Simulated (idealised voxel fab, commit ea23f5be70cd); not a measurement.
The process module that follows is named voxel self aligned contacts.
The cross-section on display is named cut; it measures 250 nm wide, and its cells are 5 nm squares.
Just so we're on the same page, the cross-sections are grids of square cells, and they're listed out in bands top to bottom, each band one or more rows deep. Band entry format. Leading values: height of top, height of bottom, nm. Remainder: materials in left-to-right order, each with its width in nm. Special words: "edge to edge" on a single material, which then fills the band edge to edge; "blank", empty space. Heads up on the height convention: 0 is the point under which the incoming wafer is all one material, and the lowest band has no bottom, it just keeps going down, like "0 nm and below". The width entry "30..40" should be interpreted row by row: the top row of cells in the band takes the first number, the bottom row takes the second number, and the change between adjacent rows is uniform throughout. Key: "everything unchanged" - step with no changed cell in the cross-section. "Enclosed void catalog" specifies each empty space that is not open to the top and that occupies no fewer than 8 cells, using the form width x height at distance, the distance measured from the left edge and all three quantities in nm. The remark found on a step's line after its settings is issued by the simulator itself and pertains to that step. overlay nm: mask offset rightward from planned place, masked step; negative means leftward offset.
**Here's what the planned process steps look like**
1 RECEIVE, material Si
2 OXIDIZE, depth nm 5
3 DIRECTIONAL_DEP, material polySi, thk nm 25
4 DIRECTIONAL_DEP, material SiN, thk nm 25
5 DIRECTIONAL_DEP, material aC, thk nm 15
6 PATTERN, tone cover, mask id GATE, material resist, width nm 25, pitch nm 65, thk nm 30, overlay nm 0
7 DIRECTIONAL_ETCH, etch materials aC, depth nm 15
8 STRIP, etch materials resist
9 DIRECTIONAL_ETCH, etch materials SiN, depth nm 25
10 DIRECTIONAL_ETCH, etch materials polySi, depth nm 25
11 STRIP, etch materials aC
12 CONFORMAL_DEP, material SiN, thk nm 10
13 DIRECTIONAL_ETCH, etch materials SiN, depth nm 10
14 FILL_DEP, material SiO2, thk nm 15
15 CMP, height nm 60
16 PATTERN, tone open, mask id CONTACT, material resist, width nm 50, pitch nm 65, thk nm 20, overlay nm 0
17 DIRECTIONAL_ETCH, etch materials SiO2, depth nm 65
18 STRIP, etch materials resist
19 CONFORMAL_DEP, material TiN, thk nm 5
20 FILL_DEP, material W, thk nm 5
21 CMP, height nm 60
22 CONFORMAL_DEP, material SiN, thk nm 5
**First of two wafers: run as planned**
**As received (post step 1): cross-section**
  0 nm and below = Si edge to edge
  Enclosed void catalog: none
**Wafer after step 2 (cross-section)**
  0 nm to -5 nm = SiO2 edge to edge
  For the remainder of the cross-section, below -5, there is no change.
**Wafer after step 3 (cross-section)**
  25 nm to 0 nm = polySi edge to edge
  For the remainder of the cross-section, below 0, there is no change.
**Wafer after step 4 (cross-section)**
  50 nm to 25 nm = SiN edge to edge
  For the remainder of the cross-section, below 25, there is no change.
**Wafer after step 5 (cross-section)**
  65 nm to 50 nm = aC edge to edge
  For the remainder of the cross-section, below 50, there is no change.
**Wafer after step 6 (cross-section)**
  95 nm to 65 nm = blank 45, resist 25, blank 40, resist 25, blank 40, resist 25, blank 50
  For the remainder of the cross-section, below 65, there is no change.
**Wafer after step 7 (cross-section)**
  80 nm to 65 nm = blank 45, resist 25, blank 40, resist 25, blank 40, resist 25, blank 50
  65 nm to 50 nm = blank 45, aC 25, blank 40, aC 25, blank 40, aC 25, blank 50
  For the remainder of the cross-section, below 50, there is no change.
**Wafer after step 8 (cross-section)**
  65 nm to 50 nm = blank 45, aC 25, blank 40, aC 25, blank 40, aC 25, blank 50
  For the remainder of the cross-section, below 50, there is no change.
**Wafer after step 9 (cross-section)**
  65 nm to 50 nm = blank 45, aC 25, blank 40, aC 25, blank 40, aC 25, blank 50
  50 nm to 25 nm = blank 45, SiN 25, blank 40, SiN 25, blank 40, SiN 25, blank 50
  For the remainder of the cross-section, below 25, there is no change.
**Wafer after step 10 (cross-section)**
  65 nm to 50 nm = blank 45, aC 25, blank 40, aC 25, blank 40, aC 25, blank 50
  50 nm to 25 nm = blank 45, SiN 25, blank 40, SiN 25, blank 40, SiN 25, blank 50
  25 nm to 0 nm = blank 45, polySi 25, blank 40, polySi 25, blank 40, polySi 25, blank 50
  For the remainder of the cross-section, below 0, there is no change.
**Wafer after step 11 (cross-section)**
  50 nm to 25 nm = blank 45, SiN 25, blank 40, SiN 25, blank 40, SiN 25, blank 50
  For the remainder of the cross-section, below 25, there is no change.
**Wafer after step 12 (cross-section)**
  60 nm to 25 nm = blank 35, SiN 45, blank 20, SiN 45, blank 20, SiN 45, blank 40
  25 nm to 10 nm = blank 35, SiN 10, polySi 25, SiN 10, blank 20, SiN 10, polySi 25, SiN 10, blank 20, SiN 10, polySi 25, SiN 10, blank 40
  10 nm to 0 nm = SiN 45, polySi 25, SiN 40, polySi 25, SiN 40, polySi 25, SiN 50
  For the remainder of the cross-section, below 0, there is no change.
**Wafer after step 13 (cross-section)**
  50 nm to 25 nm = blank 35, SiN 45, blank 20, SiN 45, blank 20, SiN 45, blank 40
  25 nm to 0 nm = blank 35, SiN 10, polySi 25, SiN 10, blank 20, SiN 10, polySi 25, SiN 10, blank 20, SiN 10, polySi 25, SiN 10, blank 40
  For the remainder of the cross-section, below 0, there is no change.
**Wafer after step 14 (cross-section)**
  65 nm to 50 nm = SiO2 edge to edge
  50 nm to 25 nm = SiO2 35, SiN 45, SiO2 20, SiN 45, SiO2 20, SiN 45, SiO2 40
  25 nm to 0 nm = SiO2 35, SiN 10, polySi 25, SiN 10, SiO2 20, SiN 10, polySi 25, SiN 10, SiO2 20, SiN 10, polySi 25, SiN 10, SiO2 40
  For the remainder of the cross-section, below 0, there is no change.
**Wafer after step 15 (cross-section)**
  60 nm to 50 nm = SiO2 edge to edge
  For the remainder of the cross-section, below 50, there is no change.
**Wafer after step 16 (cross-section)**
  80 nm to 60 nm = resist 65, blank 50, resist 15, blank 50, resist 70
  For the remainder of the cross-section, below 60, there is no change.
**Wafer after step 17 (cross-section)**
  80 nm to 60 nm = resist 65, blank 50, resist 15, blank 50, resist 70
  60 nm to 50 nm = SiO2 65, blank 50, SiO2 15, blank 50, SiO2 70
  50 nm to 25 nm = SiO2 35, SiN 45, blank 20, SiN 45, blank 20, SiN 45, SiO2 40
  25 nm to 0 nm = SiO2 35, SiN 10, polySi 25, SiN 10, blank 20, SiN 10, polySi 25, SiN 10, blank 20, SiN 10, polySi 25, SiN 10, SiO2 40
  0 nm to -5 nm = SiO2 80, blank 20, SiO2 45, blank 20, SiO2 85
  For the remainder of the cross-section, below -5, there is no change.
**Wafer after step 18 (cross-section)**
  60 nm to 50 nm = SiO2 65, blank 50, SiO2 15, blank 50, SiO2 70
  For the remainder of the cross-section, below 50, there is no change.
**Wafer after step 19 (cross-section)**
  65 nm to 60 nm = TiN 70, blank 40, TiN 25, blank 40, TiN 75
  60 nm to 50 nm = SiO2 65, TiN 5..20, blank 40..10, TiN 5..20, SiO2 15, TiN 5..20, blank 40..10, TiN 5..20, SiO2 70
  50 nm to 25 nm = SiO2 35, SiN 45, TiN 5, blank 10, TiN 5, SiN 45, TiN 5, blank 10, TiN 5, SiN 45, SiO2 40
  25 nm to 0 nm = SiO2 35, SiN 10, polySi 25, SiN 10, TiN 5, blank 10, TiN 5, SiN 10, polySi 25, SiN 10, TiN 5, blank 10, TiN 5, SiN 10, polySi 25, SiN 10, SiO2 40
  0 nm to -5 nm = SiO2 80, TiN 20, SiO2 45, TiN 20, SiO2 85
  For the remainder of the cross-section, below -5, there is no change.
**Wafer after step 20 (cross-section)**
  70 nm to 65 nm = W edge to edge
  65 nm to 60 nm = TiN 70, W 40, TiN 25, W 40, TiN 75
  60 nm to 50 nm = SiO2 65, TiN 5..20, W 40..10, TiN 5..20, SiO2 15, TiN 5..20, W 40..10, TiN 5..20, SiO2 70
  50 nm to 25 nm = SiO2 35, SiN 45, TiN 5, W 10, TiN 5, SiN 45, TiN 5, W 10, TiN 5, SiN 45, SiO2 40
  25 nm to 0 nm = SiO2 35, SiN 10, polySi 25, SiN 10, TiN 5, W 10, TiN 5, SiN 10, polySi 25, SiN 10, TiN 5, W 10, TiN 5, SiN 10, polySi 25, SiN 10, SiO2 40
  For the remainder of the cross-section, below 0, there is no change.
**Wafer after step 21 (cross-section)**
  60 nm to 50 nm = SiO2 65, TiN 5..20, W 40..10, TiN 5..20, SiO2 15, TiN 5..20, W 40..10, TiN 5..20, SiO2 70
  For the remainder of the cross-section, below 50, there is no change.
**Wafer after step 22 (cross-section)**
  65 nm to 60 nm = SiN edge to edge
  For the remainder of the cross-section, below 60, there is no change.
**Wafer two. Identical start, identical plan. One mistake in execution. Identical history through step 5**
**Cross-section, second wafer, at the end time the plan gives for step 6**
  95 nm to 65 nm = blank 55, resist 25, blank 40, resist 25, blank 40, resist 25, blank 40
  For the remainder of the cross-section, below 65, there is no change.
**Cross-section, second wafer, at the end time the plan gives for step 7**
  80 nm to 65 nm = blank 55, resist 25, blank 40, resist 25, blank 40, resist 25, blank 40
  65 nm to 50 nm = blank 55, aC 25, blank 40, aC 25, blank 40, aC 25, blank 40
  For the remainder of the cross-section, below 50, there is no change.
**Cross-section, second wafer, at the end time the plan gives for step 8**
  65 nm to 50 nm = blank 55, aC 25, blank 40, aC 25, blank 40, aC 25, blank 40
  For the remainder of the cross-section, below 50, there is no change.
**Cross-section, second wafer, at the end time the plan gives for step 9**
  65 nm to 50 nm = blank 55, aC 25, blank 40, aC 25, blank 40, aC 25, blank 40
  50 nm to 25 nm = blank 55, SiN 25, blank 40, SiN 25, blank 40, SiN 25, blank 40
  For the remainder of the cross-section, below 25, there is no change.
**Cross-section, second wafer, at the end time the plan gives for step 10**
  65 nm to 50 nm = blank 55, aC 25, blank 40, aC 25, blank 40, aC 25, blank 40
  50 nm to 25 nm = blank 55, SiN 25, blank 40, SiN 25, blank 40, SiN 25, blank 40
  25 nm to 0 nm = blank 55, polySi 25, blank 40, polySi 25, blank 40, polySi 25, blank 40
  For the remainder of the cross-section, below 0, there is no change.
**Cross-section, second wafer, at the end time the plan gives for step 11**
  50 nm to 25 nm = blank 55, SiN 25, blank 40, SiN 25, blank 40, SiN 25, blank 40
  For the remainder of the cross-section, below 25, there is no change.
**Cross-section, second wafer, at the end time the plan gives for step 12**
  60 nm to 25 nm = blank 45, SiN 45, blank 20, SiN 45, blank 20, SiN 45, blank 30
  25 nm to 10 nm = blank 45, SiN 10, polySi 25, SiN 10, blank 20, SiN 10, polySi 25, SiN 10, blank 20, SiN 10, polySi 25, SiN 10, blank 30
  10 nm to 0 nm = SiN 55, polySi 25, SiN 40, polySi 25, SiN 40, polySi 25, SiN 40
  For the remainder of the cross-section, below 0, there is no change.
**Cross-section, second wafer, at the end time the plan gives for step 13**
  50 nm to 25 nm = blank 45, SiN 45, blank 20, SiN 45, blank 20, SiN 45, blank 30
  25 nm to 0 nm = blank 45, SiN 10, polySi 25, SiN 10, blank 20, SiN 10, polySi 25, SiN 10, blank 20, SiN 10, polySi 25, SiN 10, blank 30
  For the remainder of the cross-section, below 0, there is no change.
**Cross-section, second wafer, at the end time the plan gives for step 14**
  65 nm to 50 nm = SiO2 edge to edge
  50 nm to 25 nm = SiO2 45, SiN 45, SiO2 20, SiN 45, SiO2 20, SiN 45, SiO2 30
  25 nm to 0 nm = SiO2 45, SiN 10, polySi 25, SiN 10, SiO2 20, SiN 10, polySi 25, SiN 10, SiO2 20, SiN 10, polySi 25, SiN 10, SiO2 30
  For the remainder of the cross-section, below 0, there is no change.
**Cross-section, second wafer, at the end time the plan gives for step 15**
  60 nm to 50 nm = SiO2 edge to edge
  For the remainder of the cross-section, below 50, there is no change.
**Cross-section, second wafer, at the end time the plan gives for step 16**
  80 nm to 60 nm = resist 65, blank 50, resist 15, blank 50, resist 70
  For the remainder of the cross-section, below 60, there is no change.
**Cross-section, second wafer, at the end time the plan gives for step 17**
  80 nm to 60 nm = resist 65, blank 50, resist 15, blank 50, resist 70
  60 nm to 50 nm = SiO2 65, blank 50, SiO2 15, blank 50, SiO2 70
  50 nm to 25 nm = SiO2 45, SiN 45, blank 20, SiN 45, blank 20, SiN 45, SiO2 30
  25 nm to 0 nm = SiO2 45, SiN 10, polySi 25, SiN 10, blank 20, SiN 10, polySi 25, SiN 10, blank 20, SiN 10, polySi 25, SiN 10, SiO2 30
  0 nm to -5 nm = SiO2 90, blank 20, SiO2 45, blank 20, SiO2 75
  For the remainder of the cross-section, below -5, there is no change.
**Cross-section, second wafer, at the end time the plan gives for step 18**
  60 nm to 50 nm = SiO2 65, blank 50, SiO2 15, blank 50, SiO2 70
  For the remainder of the cross-section, below 50, there is no change.
**Cross-section, second wafer, at the end time the plan gives for step 19**
  65 nm to 60 nm = TiN 70, blank 40, TiN 25, blank 40, TiN 75
  60 nm to 50 nm = SiO2 65, TiN 5..30, blank 40..10, TiN 5..10, SiO2 15, TiN 5..30, blank 40..10, TiN 5..10, SiO2 70
  50 nm to 25 nm = SiO2 45, SiN 45, TiN 5, blank 10, TiN 5, SiN 45, TiN 5, blank 10, TiN 5, SiN 45, SiO2 30
  25 nm to 0 nm = SiO2 45, SiN 10, polySi 25, SiN 10, TiN 5, blank 10, TiN 5, SiN 10, polySi 25, SiN 10, TiN 5, blank 10, TiN 5, SiN 10, polySi 25, SiN 10, SiO2 30
  0 nm to -5 nm = SiO2 90, TiN 20, SiO2 45, TiN 20, SiO2 75
  For the remainder of the cross-section, below -5, there is no change.
**Cross-section, second wafer, at the end time the plan gives for step 20**
  70 nm to 65 nm = W edge to edge
  65 nm to 60 nm = TiN 70, W 40, TiN 25, W 40, TiN 75
  60 nm to 50 nm = SiO2 65, TiN 5..30, W 40..10, TiN 5..10, SiO2 15, TiN 5..30, W 40..10, TiN 5..10, SiO2 70
  50 nm to 25 nm = SiO2 45, SiN 45, TiN 5, W 10, TiN 5, SiN 45, TiN 5, W 10, TiN 5, SiN 45, SiO2 30
  25 nm to 0 nm = SiO2 45, SiN 10, polySi 25, SiN 10, TiN 5, W 10, TiN 5, SiN 10, polySi 25, SiN 10, TiN 5, W 10, TiN 5, SiN 10, polySi 25, SiN 10, SiO2 30
  For the remainder of the cross-section, below 0, there is no change.
**Cross-section, second wafer, at the end time the plan gives for step 21**
  60 nm to 50 nm = SiO2 65, TiN 5..30, W 40..10, TiN 5..10, SiO2 15, TiN 5..30, W 40..10, TiN 5..10, SiO2 70
  For the remainder of the cross-section, below 50, there is no change.
**Cross-section, second wafer, at the end time the plan gives for step 22**
  65 nm to 60 nm = SiN edge to edge
  For the remainder of the cross-section, below 60, there is no change.
Deviation from plan: step 6 ran with different settings than intended, the actual operation and settings being PATTERN, tone cover, mask id GATE, material resist, width nm 25, pitch nm 65, thk nm 30, overlay nm 10
Final wafers compared: equal cell tally per material, rearranged layout.
